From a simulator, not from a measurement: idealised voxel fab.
Process module, titled voxel trench capacitor
Cross-sectional view cut (width: 245 nm; square cell size: 5 nm).
Format of a cross-section: grid, square cells. Given as bands. Order: top down. Band: one or more rows of cells. This entry defines a band. It first specifies the height of the band's top and the height of its bottom in nm, and then specifies the band's materials from left to right, stating each material with its width in nm. The word "full width" identifies a single material that fills the band from edge to edge, while the word "air" identifies empty space. Where do heights start? At 0: under that level the wafer as delivered is made of one material only. And the lowest band has no floor; it just carries on downward, as in "0 nm and below". Quick explanation for "30 to 40": the width changes in equal steps down the rows of cells, from the first number in the band's top row to the second number in its bottom row. The designation "everything unchanged", where it is given for a processing step, indicates that no cell of the cross-section was altered in the course of that step. "Closed void roster" means: voids of 8 cells or more that are shut off from the top with no open way through. Written width x height at distance, distance from the left edge, in nm. If you see something after the settings on a step's line, that's the simulator's own remark about that step. When a step includes a mask, the "overlay nm" setting on its line states how far to the right of its planned place that mask lay, and negative values state how far to the left.
The following list gives the planned process steps
- 1: RECEIVE [material Si]
- 2: CONFORMAL_DEP [material SiN] [thk nm 5]
- 3: PATTERN [tone open] [mask id TRENCH] [material resist] [width nm 25] [pitch nm 45] [thk nm 20] [overlay nm 0]
- 4: DIRECTIONAL_ETCH [etch materials SiN] [depth nm 5]
- 5: DIRECTIONAL_ETCH [etch materials Si] [depth nm 35]
- 6: STRIP [etch materials resist]
- 7: CONFORMAL_DEP [material HfO2] [thk nm 5]
- 8: CONFORMAL_DEP [material TiN] [thk nm 5]
- 9: FILL_DEP [material W] [thk nm 5]
- 10: CMP [height nm 5]
varied across the wafers: thk nm of step 8. The plan shows the first wafer's value. All wafers start alike
First of several wafers (as received, post step 1), cross-sectional view
- 0 nm and below  Si full width
- Closed void roster: none
Here is the cross-section of the first of several wafers at the end of the module, after its last step, step 10
- 5 nm to 0 nm  SiN 65 nm | HfO2 5 nm | TiN 5 nm | W 5 nm | TiN 5 nm | HfO2 5 nm | SiN 20 nm | HfO2 5 nm | TiN 5 nm | W 5 nm | TiN 5 nm | HfO2 5 nm | SiN 20 nm | HfO2 5 nm | TiN 5 nm | W 5 nm | TiN 5 nm | HfO2 5 nm | SiN 65 nm
- 0 nm to -25 nm  Si 65 nm | HfO2 5 nm | TiN 5 nm | W 5 nm | TiN 5 nm | HfO2 5 nm | Si 20 nm | HfO2 5 nm | TiN 5 nm | W 5 nm | TiN 5 nm | HfO2 5 nm | Si 20 nm | HfO2 5 nm | TiN 5 nm | W 5 nm | TiN 5 nm | HfO2 5 nm | Si 65 nm
- -25 nm to -30 nm  Si 65 nm | HfO2 5 nm | TiN 15 nm | HfO2 5 nm | Si 20 nm | HfO2 5 nm | TiN 15 nm | HfO2 5 nm | Si 20 nm | HfO2 5 nm | TiN 15 nm | HfO2 5 nm | Si 65 nm
- -30 nm to -35 nm  Si 65 nm | HfO2 25 nm | Si 20 nm | HfO2 25 nm | Si 20 nm | HfO2 25 nm | Si 65 nm
- -35 nm and below  Si full width
- Closed void roster: none
Cross-section, module end, final of several wafers
- 5 nm to 0 nm  SiN 65 nm | HfO2 5 nm | TiN 15 nm | HfO2 5 nm | SiN 20 nm | HfO2 5 nm | TiN 15 nm | HfO2 5 nm | SiN 20 nm | HfO2 5 nm | TiN 15 nm | HfO2 5 nm | SiN 65 nm
- 0 nm to -30 nm  Si 65 nm | HfO2 5 nm | TiN 15 nm | HfO2 5 nm | Si 20 nm | HfO2 5 nm | TiN 15 nm | HfO2 5 nm | Si 20 nm | HfO2 5 nm | TiN 15 nm | HfO2 5 nm | Si 65 nm
- -30 nm to -35 nm  Si 65 nm | HfO2 25 nm | Si 20 nm | HfO2 25 nm | Si 20 nm | HfO2 25 nm | Si 65 nm
- -35 nm and below  Si full width
- Closed void roster: none
What follows is a table in which each wafer occupies a row; for the wafer as it stands at the close of the module, the row states, material by material, how many cells have been gained (+) or lost (-) since receipt, and then gives its closed voids
thk nm 5; +57 HfO2; -105 Si; +34 SiN; +45 TiN; +18 W; Closed void roster: none
thk nm 10; +57 HfO2; -105 Si; +34 SiN; +63 TiN; Closed void roster: none
thk nm 15; +57 HfO2; -105 Si; +34 SiN; +63 TiN; Closed void roster: none
thk nm 20; +57 HfO2; -105 Si; +34 SiN; +63 TiN; Closed void roster: none
